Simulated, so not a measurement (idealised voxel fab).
You're looking at the process module voxel released beams.
We display cut, a cross-section 195 nm in width whose square cells are each 5 nm.
Notation: cross-section as square-cell grid; stated in bands, top first, going down; one or more cell rows per band.
It is stipulated that each band's entry specify, in nanometres, the height of the top of the band and then that of its bottom, followed by the materials of the band in left-to-right sequence, each together with its width in nanometres. A single material marked by the word "throughout" is understood to fill the band from edge to edge; the word "air" is understood to denote empty space.
Counting heights begins at 0, where everything beneath is, in the wafer as received, one material. The lowest band has no bottom; it goes on downwards, as "from 0 down" shows.
Width: "30 to 40" (first number = top row, second number = bottom row, same change from row to row of cells).
When a step is marked "no alteration", none of the cells in the cross-section changed during that step.
The list in "Closed void register" covers empty spaces of 8 cells or more that cannot reach the top through any open way, and it gives each as width x height at distance; the distance is from the left edge, and width, height and distance are in nm.
What comes after the settings on a step's line is commentary from the simulator itself on that step.
Steps that use a mask can have "overlay nm" on their line. It says how far the mask sat to the right of where it was meant to be. Negative means to the left.
### Process steps (planned)
1. RECEIVE, material Si
2. CONFORMAL_DEP, material SiN, thk nm 5
3. DIRECTIONAL_DEP, material SiO2, thk nm 15
4. DIRECTIONAL_DEP, material aC, thk nm 10
5. PATTERN, tone open, mask id ANCHOR, material resist, width nm 35, thk nm 30, overlay nm 0
6. DIRECTIONAL_ETCH, etch materials aC, depth nm 10
7. STRIP, etch materials resist
8. DIRECTIONAL_ETCH, etch materials SiO2, depth nm 15
9. STRIP, etch materials aC
10. CONFORMAL_DEP, material polySi, thk nm 15
11. MASKED_ETCH, tone cover, mask id BEAM, width nm 120, etch materials polySi, depth nm 15, overlay nm 0
12. STRIP, etch materials SiO2
### First wafer, two in total, run as planned
### Cross-section, incoming material, after step 1
	from 0 down  Si throughout
	Closed void register: none
### Step 2 done - wafer cross-section
	from 5 to 0  SiN throughout
	Unchanged below 0.
### Step 3 done - wafer cross-section
	from 20 to 5  SiO2 throughout
	Unchanged below 5.
### Step 4 done - wafer cross-section
	from 30 to 20  aC throughout
	Unchanged below 20.
### Step 5 done - wafer cross-section
	from 60 to 30  resist 40 nm  air 35 nm  resist 120 nm
	Unchanged below 30.
### Step 6 done - wafer cross-section
	from 50 to 30  resist 40 nm  air 35 nm  resist 120 nm
	from 30 to 20  aC 40 nm  air 35 nm  aC 120 nm
	Unchanged below 20.
### Step 7 done - wafer cross-section
	from 30 to 20  aC 40 nm  air 35 nm  aC 120 nm
	Unchanged below 20.
### Step 8 done - wafer cross-section
	from 30 to 20  aC 40 nm  air 35 nm  aC 120 nm
	from 20 to 5  SiO2 40 nm  air 35 nm  SiO2 120 nm
	Unchanged below 5.
### Step 9 done - wafer cross-section
	from 20 to 5  SiO2 40 nm  air 35 nm  SiO2 120 nm
	Unchanged below 5.
### Step 10 done - wafer cross-section
	from 35 to 20  polySi 55 nm  air 5 nm  polySi 135 nm
	from 20 to 5  SiO2 40 nm  polySi 35 nm  SiO2 120 nm
	Unchanged below 5.
### Step 11 done - wafer cross-section
	from 35 to 20  air 35 nm  polySi 20 nm  air 5 nm  polySi 95 nm  air 40 nm
	Unchanged below 20.
### Step 12 done - wafer cross-section
	from 35 to 20  air 35 nm  polySi 20 nm  air 5 nm  polySi 95 nm  air 40 nm
	from 20 to 5  air 40 nm  polySi 35 nm  air 120 nm
	Unchanged below 5.
### Okay, second wafer. Nothing different at the start, nothing different in the plan, just one mistake somewhere in the running. As far as step 1, counting that step, it's the first wafer all over again
### Cross-sectional view of the second wafer at the intended end time of process step 2
	from 15 to 0  SiO2 throughout
	Unchanged below 0.
### Cross-sectional view of the second wafer at the intended end time of process step 3
	from 20 to 15  SiN throughout
	Unchanged below 15.
### Cross-sectional view of the second wafer at the intended end time of process step 4
	from 30 to 20  aC throughout
	Unchanged below 20.
### Cross-sectional view of the second wafer at the intended end time of process step 5
	from 60 to 30  resist 40 nm  air 35 nm  resist 120 nm
	Unchanged below 30.
### Cross-sectional view of the second wafer at the intended end time of process step 6
	from 50 to 30  resist 40 nm  air 35 nm  resist 120 nm
	from 30 to 20  aC 40 nm  air 35 nm  aC 120 nm
	Unchanged below 20.
### Cross-sectional view of the second wafer at the intended end time of process step 7
	from 30 to 20  aC 40 nm  air 35 nm  aC 120 nm
	Unchanged below 20.
Cross-sectional view of the second wafer at the intended end time of process step 8: no alteration
### Cross-sectional view of the second wafer at the intended end time of process step 9
	from 20 to 15  SiN throughout
	Unchanged below 15.
### Cross-sectional view of the second wafer at the intended end time of process step 10
	from 35 to 20  polySi throughout
	Unchanged below 20.
### Cross-sectional view of the second wafer at the intended end time of process step 11
	from 35 to 20  air 35 nm  polySi 120 nm  air 40 nm
	Unchanged below 20.
Cross-sectional view of the second wafer at the intended end time of process step 12: no alteration
Which mistake was made when the wafer was run? steps 2 and 3 swapped
at the end the second wafer has, in cells: 117 more of SiO2; 18 fewer of polySi
